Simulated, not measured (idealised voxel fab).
The process module presented herein is designated voxel quadruple lines.
Cross-section cut: width 290 nm, square cells of 5 nm.
When this document writes out a cross-section, it uses a grid of square cells and lists it as bands, beginning at the top and moving down, with a band standing for one or more rows of cells. Read a band's entry like this: the first values are the height of its top and the height of its bottom in nm, and what follows is the sequence of materials from left to right, each with its width in nm. Note that "blank" is empty space, and that a single material marked "full width" reaches across the band from edge to edge. Ref level 0: as-received wafer is one material below here. Bottom band extends down with no lower bound ("from 0 down"). Per-row width for "30->40": begins at first number (top row of band), ends at second number (bottom row), increment between rows held constant. Where the words "no alterations made" appear for a step, the cross-section shows no cell changed by that step; every cell remained as before. Empty spaces without an open route to the top, at least 8 cells in extent, make up the entry "Closed void entries"; each is given as width x height at distance, where the distance is measured from the left edge, and all are in nm. Read whatever lies past the settings on a step's line as the simulator's own remark about the step. overlay nm: mask offset rightward from planned place, masked step; negative means leftward offset.

The planned process steps are enumerated hereunder
- 1: RECEIVE,material Si
- 2: CONFORMAL_DEP,material Al2O3,thk nm 10
- 3: DIRECTIONAL_DEP,material Ru,thk nm 10
- 4: DIRECTIONAL_DEP,material polySi,thk nm 20
- 5: DIRECTIONAL_DEP,material aC,thk nm 20
- 6: PATTERN,tone cover,mask id MANDREL,material resist,width nm 25,thk nm 25,overlay nm 0
- 7: DIRECTIONAL_ETCH,etch materials aC,depth nm 20
- 8: STRIP,etch materials resist
- 9: CONFORMAL_DEP,material SiO2,thk nm 15
- 10: DIRECTIONAL_ETCH,etch materials SiO2,depth nm 15
- 11: STRIP,etch materials aC
- 12: DIRECTIONAL_ETCH,etch materials polySi,depth nm 20
- 13: STRIP,etch materials SiO2
- 14: CONFORMAL_DEP,material SiN,thk nm 5
- 15: DIRECTIONAL_ETCH,etch materials SiN,depth nm 5
- 16: STRIP,etch materials polySi
- 17: DIRECTIONAL_ETCH,etch materials Ru,depth nm 10
- 18: STRIP,etch materials SiN

This is the cross-section of the wafer as we received it, i.e. after step 1
* from 0 down  Si full width
* Closed void entries: none

The first of two wafers, cross-sectioned at the end of the module, with the run proceeding as planned
* from 20 to 10  blank 110 / Ru 5 / blank 15 / Ru 5 / blank 15 / Ru 5 / blank 15 / Ru 5 / blank 115
* from 10 to 0  Al2O3 full width
* from 0 down  Si full width
* Closed void entries: none

Second wafer at the end: like start, like plan, one mistake
* from 20 to 10  blank 105 / Ru 5 / blank 15 / Ru 5 / blank 15 / Ru 5 / blank 15 / Ru 5 / blank 120
* from 10 to 0  Al2O3 full width
* from 0 down  Si full width
* Closed void entries: none
Error vs. plan: step 6 was processed under conditions differing from the plan, specifically as PATTERN,tone cover,mask id MANDREL,material resist,width nm 25,thk nm 25,overlay nm -5
Both wafers, final: cells per material equal; arrangement not.
